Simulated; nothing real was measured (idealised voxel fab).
A process module follows: voxel transistor to metal.
Cross-sectional view cut (width: 285 nm; square cell size: 5 nm).
Cross-section, as written here: a square-cell grid given band by band from the top down, where a band holds one or more rows of cells.
In this notation a band is specified by the heights of its top and bottom, in that order and in nm, after which its materials appear from left to right, each paired with its width in nm. The word "everywhere" attached to a single material means that material fills the band from edge to edge; the word "blank" stands for empty space.
We count height from 0. Below that, the starting wafer is all one material. The lowest band never ends at the bottom but goes on down; see "0 down" for how that is written.
The width entry "30 to 40" should be interpreted row by row: the top row of cells in the band takes the first number, the bottom row takes the second number, and the change between adjacent rows is uniform throughout.
Basically "nothing got changed" means that step didn't change any cell in the cross-section.
Closed empty spaces (no open way to the top) of 8 cells or more are what "Enclosed void listing" lists, each as width x height at distance from the left edge, nm for all three.
Anything after a step's settings on that line? It's the simulator's own note about the step.
The "overlay nm" setting may appear on a step's line; for a step that uses a mask, it gives how far to the right of its planned position the mask lay, and a negative value indicates the left.
**Steps in the process plan**
1: RECEIVE: material Si
2: CONFORMAL_DEP: material SiO2, thk nm 5
3: CONFORMAL_DEP: material SiN, thk nm 10
4: PATTERN: tone cover, mask id ACTIVE, material resist, width nm 115, pitch nm 135, thk nm 20, overlay nm 0
5: DIRECTIONAL_ETCH: etch materials SiN, depth nm 10
6: DIRECTIONAL_ETCH: etch materials SiO2, depth nm 5
7: DIRECTIONAL_ETCH: etch materials Si, depth nm 20
8: STRIP: etch materials resist
9: FILL_DEP: material SiO2, thk nm 5
10: CMP: height nm 15
11: SELECTIVE_ETCH: etch materials SiO2, depth nm 10
12: STRIP: etch materials SiN
13: SELECTIVE_ETCH: etch materials SiO2, depth nm 5
14: OXIDIZE: depth nm 5
15: DIRECTIONAL_DEP: material polySi, thk nm 30
16: DIRECTIONAL_DEP: material SiCN, thk nm 15
17: PATTERN: tone cover, mask id GATE, material resist, width nm 25, pitch nm 135, thk nm 20, overlay nm 0
18: DIRECTIONAL_ETCH: etch materials SiCN, depth nm 25
19: DIRECTIONAL_ETCH: etch materials polySi, depth nm 40
20: STRIP: etch materials resist
21: CONFORMAL_DEP: material SiO2, thk nm 5
22: DIRECTIONAL_ETCH: etch materials SiO2, depth nm 5
23: CONFORMAL_DEP: material SiN, thk nm 5
24: DIRECTIONAL_ETCH: etch materials SiN, depth nm 5
25: DIRECTIONAL_ETCH: etch materials SiO2, depth nm 5
26: DIRECTIONAL_ETCH: etch materials Si, depth nm 10
27: EPI: material pSi, thk nm 15
28: FILL_DEP: material SiO2, thk nm 5
29: CMP: height nm 45
30: DIRECTIONAL_DEP: material SiO2, thk nm 10
31: PATTERN: tone open, mask id CONTACT, material resist, width nm 15, thk nm 15, overlay nm -10
32: DIRECTIONAL_ETCH: etch materials SiO2, depth nm 55
33: STRIP: etch materials resist
34: CONFORMAL_DEP: material TiN, thk nm 5
35: FILL_DEP: material W, thk nm 10
36: CMP: height nm 55
37: CONFORMAL_DEP: material SiCN, thk nm 5
38: DIRECTIONAL_DEP: material SiO2, thk nm 20
39: DIRECTIONAL_DEP: material aC, thk nm 10
40: PATTERN: tone open, mask id METAL_1, material resist, width nm 15, thk nm 30, overlay nm 0
41: DIRECTIONAL_ETCH: etch materials aC, depth nm 10
42: STRIP: etch materials resist
43: DIRECTIONAL_ETCH: etch materials SiO2, depth nm 20
44: DIRECTIONAL_ETCH: etch materials SiCN, depth nm 5
45: STRIP: etch materials aC
46: CONFORMAL_DEP: material TiN, thk nm 5
47: FILL_DEP: material Cu, thk nm 5
48: CMP: height nm 80
49: CONFORMAL_DEP: material SiCN, thk nm 5
50: DIRECTIONAL_DEP: material lowk, thk nm 35
51: PATTERN: tone open, mask id METAL_2, material resist, width nm 15, pitch nm 135, thk nm 15, overlay nm 0
52: DIRECTIONAL_ETCH: etch materials lowk, depth nm 20
53: STRIP: etch materials resist
54: MASKED_ETCH: tone open, mask id METAL_2_HOLES, width nm 15, pitch nm 135, etch materials lowk, depth nm 15, overlay nm 0
55: MASKED_ETCH: tone open, mask id METAL_2_HOLES, width nm 15, pitch nm 135, etch materials SiCN, depth nm 5, overlay nm 0
56: CONFORMAL_DEP: material TiN, thk nm 5
57: FILL_DEP: material Ru, thk nm 5
58: CMP: height nm 120
59: CONFORMAL_DEP: material SiN, thk nm 5
All wafers enter the flow in the same state. The overlay nm at step 31 differs from wafer to wafer, and the plan gives the value for the first wafer.
**After step 1, as received: first of several wafers, cross-section**
* 0 down  Si everywhere
* Enclosed void listing: none
**End of the module, past its last step, step 59: how the first of several wafers looks in cross-section**
* 125 to 120  SiN everywhere
* 120 to 85  25 lowk; 5 TiN; 5 Ru; 5 TiN; 120 lowk; 5 TiN; 5 Ru; 5 TiN; 110 lowk
* 85 to 80  25 SiCN; 15 TiN; 120 SiCN; 15 TiN; 110 SiCN
* 80 to 60  25 SiO2; 5 TiN; 5 Cu; 5 TiN; 65 SiO2; 5 TiN; 5 Cu; 5 TiN; 40 SiO2; 5 TiN; 5 Cu; 5 TiN; 65 SiO2; 5 TiN; 5 Cu; 5 TiN; 30 SiO2
* 60 to 55  25 SiCN; 15 TiN; 65 SiCN; 15 TiN; 40 SiCN; 15 TiN; 65 SiCN; 15 TiN; 30 SiCN
* 55 to 45  15 SiO2; 5 TiN; 5 W; 5 TiN; 65 SiO2; 5 TiN; 5 W; 5 TiN; 40 SiO2; 5 TiN; 5 W; 5 TiN; 65 SiO2; 5 TiN; 5 W; 5 TiN; 40 SiO2
* 45 to 30  15 SiO2; 5 TiN; 5 W; 5 TiN; 20 SiO2; 5 SiN; 5 SiO2; 25 SiCN; 5 SiO2; 5 SiN; 5 TiN; 5 W; 5 TiN; 40 SiO2; 5 TiN; 5 W; 5 TiN; 20 SiO2; 5 SiN; 5 SiO2; 25 SiCN; 5 SiO2; 5 SiN; 5 TiN; 5 W; 5 TiN; 40 SiO2
* 30 to 15  15 SiO2; 5 TiN; 5 W; 5 TiN; 20 SiO2; 5 SiN; 5 SiO2; 25 polySi; 5 SiO2; 5 SiN; 5 TiN; 5 W; 5 TiN; 40 SiO2; 5 TiN; 5 W; 5 TiN; 20 SiO2; 5 SiN; 5 SiO2; 25 polySi; 5 SiO2; 5 SiN; 5 TiN; 5 W; 5 TiN; 40 SiO2
* 15 to 10  15 SiO2; 5 TiN; 5 W; 5 TiN; 20 SiO2; 5 SiN; 5 SiO2; 25 polySi; 5 SiO2; 5 SiN; 15 TiN; 40 SiO2; 5 TiN; 5 W; 5 TiN; 20 SiO2; 5 SiN; 5 SiO2; 25 polySi; 5 SiO2; 5 SiN; 15 TiN; 40 SiO2
* 10 to 5  15 SiO2; 5 TiN; 5 W; 5 TiN; 5 SiO2; 15 pSi; 5 SiN; 5 SiO2; 25 polySi; 5 SiO2; 5 SiN; 15 pSi; 40 SiO2; 5 TiN; 5 W; 5 TiN; 5 SiO2; 15 pSi; 5 SiN; 5 SiO2; 25 polySi; 5 SiO2; 5 SiN; 15 pSi; 40 SiO2
* 5 to 0  15 SiO2; 15 TiN; 5 SiO2; 15 pSi; 5 SiN; 5 SiO2; 25 polySi; 5 SiO2; 5 SiN; 15 pSi; 40 SiO2; 15 TiN; 5 SiO2; 15 pSi; 5 SiN; 5 SiO2; 25 polySi; 5 SiO2; 5 SiN; 15 pSi; 40 SiO2
* 0 to -5  10 SiO2; 40 pSi; 45 SiO2; 40 pSi; 10 SiO2; 40 pSi; 45 SiO2; 40 pSi; 15 SiO2
* -5 to -15  15 SiO2; 35 pSi; 45 Si; 35 pSi; 20 SiO2; 35 pSi; 45 Si; 35 pSi; 20 SiO2
* -15 to -20  15 SiO2; 115 Si; 20 SiO2; 115 Si; 20 SiO2
* -20 down  Si everywhere
* Enclosed void listing: none
**Final wafer of several, shown in cross-section at the end of the module**
* 125 to 120  SiN everywhere
* 120 to 85  25 lowk; 5 TiN; 5 Ru; 5 TiN; 120 lowk; 5 TiN; 5 Ru; 5 TiN; 110 lowk
* 85 to 80  25 SiCN; 15 TiN; 120 SiCN; 15 TiN; 110 SiCN
* 80 to 60  25 SiO2; 5 TiN; 5 Cu; 5 TiN; 65 SiO2; 5 TiN; 5 Cu; 5 TiN; 40 SiO2; 5 TiN; 5 Cu; 5 TiN; 65 SiO2; 5 TiN; 5 Cu; 5 TiN; 30 SiO2
* 60 to 55  25 SiCN; 15 TiN; 65 SiCN; 15 TiN; 40 SiCN; 15 TiN; 65 SiCN; 15 TiN; 30 SiCN
* 55 to 50  40 SiO2; 5 TiN; 5 W; 5 TiN; 65 SiO2; 5 TiN; 5 W; 5 TiN; 40 SiO2; 5 TiN; 5 W; 5 TiN; 65 SiO2; 5 TiN; 5 W; 5 TiN; 15 SiO2
* 50 to 45  40 SiO2; 15 TiN; 65 SiO2; 5 TiN; 5 W; 5 TiN; 40 SiO2; 15 TiN; 65 SiO2; 5 TiN; 5 W; 5 TiN; 15 SiO2
* 45 to 30  40 SiO2; 10 TiN; 5 SiN; 5 SiO2; 25 SiCN; 5 SiO2; 5 SiN; 25 SiO2; 5 TiN; 5 W; 5 TiN; 40 SiO2; 10 TiN; 5 SiN; 5 SiO2; 25 SiCN; 5 SiO2; 5 SiN; 25 SiO2; 5 TiN; 5 W; 5 TiN; 15 SiO2
* 30 to 10  40 SiO2; 10 TiN; 5 SiN; 5 SiO2; 25 polySi; 5 SiO2; 5 SiN; 25 SiO2; 5 TiN; 5 W; 5 TiN; 40 SiO2; 10 TiN; 5 SiN; 5 SiO2; 25 polySi; 5 SiO2; 5 SiN; 25 SiO2; 5 TiN; 5 W; 5 TiN; 15 SiO2
* 10 to 5  35 SiO2; 15 pSi; 5 SiN; 5 SiO2; 25 polySi; 5 SiO2; 5 SiN; 15 pSi; 10 SiO2; 5 TiN; 5 W; 5 TiN; 35 SiO2; 15 pSi; 5 SiN; 5 SiO2; 25 polySi; 5 SiO2; 5 SiN; 15 pSi; 10 SiO2; 5 TiN; 5 W; 5 TiN; 15 SiO2
* 5 to 0  35 SiO2; 15 pSi; 5 SiN; 5 SiO2; 25 polySi; 5 SiO2; 5 SiN; 15 pSi; 10 SiO2; 15 TiN; 35 SiO2; 15 pSi; 5 SiN; 5 SiO2; 25 polySi; 5 SiO2; 5 SiN; 15 pSi; 10 SiO2; 15 TiN; 15 SiO2
* 0 to -5  10 SiO2; 40 pSi; 45 SiO2; 40 pSi; 10 SiO2; 40 pSi; 45 SiO2; 40 pSi; 15 SiO2
* -5 to -15  15 SiO2; 35 pSi; 45 Si; 35 pSi; 20 SiO2; 35 pSi; 45 Si; 35 pSi; 20 SiO2
* -15 to -20  15 SiO2; 115 Si; 20 SiO2; 115 Si; 20 SiO2
* -20 down  Si everywhere
* Enclosed void listing: none
**Gained (+) or lost (-) cells of each material since receipt, then closed voids: one row per wafer, at the end of the module**
overlay nm -10, +16 Cu, +14 Ru, -146 Si, +126 SiCN, +93 SiN, +595 SiO2, +162 TiN, +36 W, +357 lowk, +112 pSi, +60 polySi, Enclosed void listing: none
overlay nm -5, +16 Cu, +14 Ru, -146 Si, +126 SiCN, +93 SiN, +591 SiO2, +166 TiN, +36 W, +357 lowk, +112 pSi, +60 polySi, Enclosed void listing: none
overlay nm 0, +16 Cu, +14 Ru, -146 Si, +126 SiCN, +93 SiN, +591 SiO2, +170 TiN, +32 W, +357 lowk, +112 pSi, +60 polySi, Enclosed void listing: none
overlay nm 5, +16 Cu, +14 Ru, -146 Si, +126 SiCN, +93 SiN, +591 SiO2, +166 TiN, +36 W, +357 lowk, +112 pSi, +60 polySi, Enclosed void listing: none
overlay nm 10, +16 Cu, +14 Ru, -146 Si, +126 SiCN, +93 SiN, +595 SiO2, +162 TiN, +36 W, +357 lowk, +112 pSi, +60 polySi, Enclosed void listing: none
overlay nm 15, +16 Cu, +14 Ru, -146 Si, +126 SiCN, +93 SiN, +609 SiO2, +162 TiN, +22 W, +357 lowk, +112 pSi, +60 polySi, Enclosed void listing: none
